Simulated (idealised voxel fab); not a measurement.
This section sets out a process module, namely voxel self aligned contacts.
Cross-section cut spans 250 nm and uses square cells 5 nm in size.
This document writes a cross-section as a grid whose cells are square, and gives it as bands, listed from the top down; one or more rows of cells form a band.
Basically the band line says how high the top is and how high the bottom is, in nm, and then what's in it from left to right, every material with its width in nm. Empty space shows up as "air", and if a single material carries "edge to edge" it runs the full band edge to edge.
Height datum 0, below which the as-received substrate wafer is one material. Lowest band open at the bottom, running downward: "0 nm and below".
Read "30 to 40" as a graded width: first number on top, second number at the bottom, same change between each pair of neighbouring rows.
"remained unchanged" -> step changed no cross-section cell.
If an empty space has no open way to the top and is at least 8 cells in size, "Unvented internal voids" lists it, written width x height at distance, where distance is measured from the left edge and every value is in nm.
The remark found on a step's line after its settings is issued by the simulator itself and pertains to that step.
overlay nm: where the mask lay relative to plan, measured to the right, on steps with a mask; negatives go left.

THESE ARE THE STEPS WE PLANNED FOR THE PROCESS
- 1: RECEIVE with material Si
- 2: OXIDIZE with depth nm 5
- 3: DIRECTIONAL_DEP with material polySi, thk nm 20
- 4: DIRECTIONAL_DEP with material SiN, thk nm 20
- 5: MASKED_ETCH with tone cover, mask id GATE, width nm 35, pitch nm 60, etch materials SiN, depth nm 20, overlay nm 0
- 6: MASKED_ETCH with tone cover, mask id GATE, width nm 35, pitch nm 60, etch materials polySi, depth nm 20, overlay nm 0
- 7: CONFORMAL_DEP with material SiN, thk nm 5
- 8: DIRECTIONAL_ETCH with etch materials SiN, depth nm 5
- 9: FILL_DEP with material SiO2, thk nm 20
- 10: CMP with height nm 50
- 11: PATTERN with tone open, mask id CONTACT, material resist, width nm 45, thk nm 15, overlay nm 0
- 12: DIRECTIONAL_ETCH with etch materials SiO2, depth nm 55
- 13: STRIP with etch materials resist
- 14: CONFORMAL_DEP with material TiN, thk nm 5
- 15: FILL_DEP with material Ru, thk nm 5
- 16: CMP with height nm 50
- 17: CONFORMAL_DEP with material SiN, thk nm 5

AS-RECEIVED WAFER CROSS-SECTION (AFTER STEP 1)
0 nm and below = Si edge to edge
Unvented internal voids: none

LOOKING AT THE FIRST OF TWO WAFERS IN CROSS-SECTION AT END OF MODULE - RAN TO PLAN
55 nm to 50 nm = SiN edge to edge
50 nm to 40 nm = SiO2 (100), then TiN (5 to 20), then Ru (35 to 5), then TiN (5 to 20), then SiO2 (105)
40 nm to 20 nm = SiO2 (70), then SiN (45), then TiN (5), then Ru (5), then TiN (5), then SiN (45), then SiO2 (75)
20 nm to 0 nm = SiO2 (70), then SiN (5), then polySi (35), then SiN (5), then TiN (5), then Ru (5), then TiN (5), then SiN (5), then polySi (35), then SiN (5), then SiO2 (75)
0 nm to -5 nm = SiO2 (115), then TiN (15), then SiO2 (120)
-5 nm and below = Si edge to edge
Unvented internal voids: none

NOW THE SECOND WAFER, CROSS-SECTIONED AT THE END OF THE MODULE. NOTHING DIFFERENT AT THE START, NOTHING DIFFERENT IN THE PLAN COMPARED WITH THE FIRST, JUST ONE MISTAKE WHEN IT WAS ACTUALLY RUN
55 nm to 50 nm = SiN edge to edge
50 nm to 40 nm = SiO2 (100), then SiN (5 to 20), then Ru (35 to 5), then SiN (5 to 20), then SiO2 (105)
40 nm to 20 nm = SiO2 (70), then SiN (50), then Ru (5), then SiN (50), then SiO2 (75)
20 nm to 0 nm = SiO2 (70), then SiN (5), then polySi (35), then SiN (10), then Ru (5), then SiN (10), then polySi (35), then SiN (5), then SiO2 (75)
0 nm to -5 nm = SiO2 (115), then SiN (15), then SiO2 (120)
-5 nm and below = Si edge to edge
Unvented internal voids: none
Heads up, the wafer didn't run the way we planned it: it should be noted that step 14 was executed with settings other than those planned, the operation and settings actually applied being CONFORMAL_DEP with material SiN, thk nm 5
Once processing is complete, comparing cell counts shows that the second wafer has more or fewer of certain materials than the first: SiN +29, TiN -29
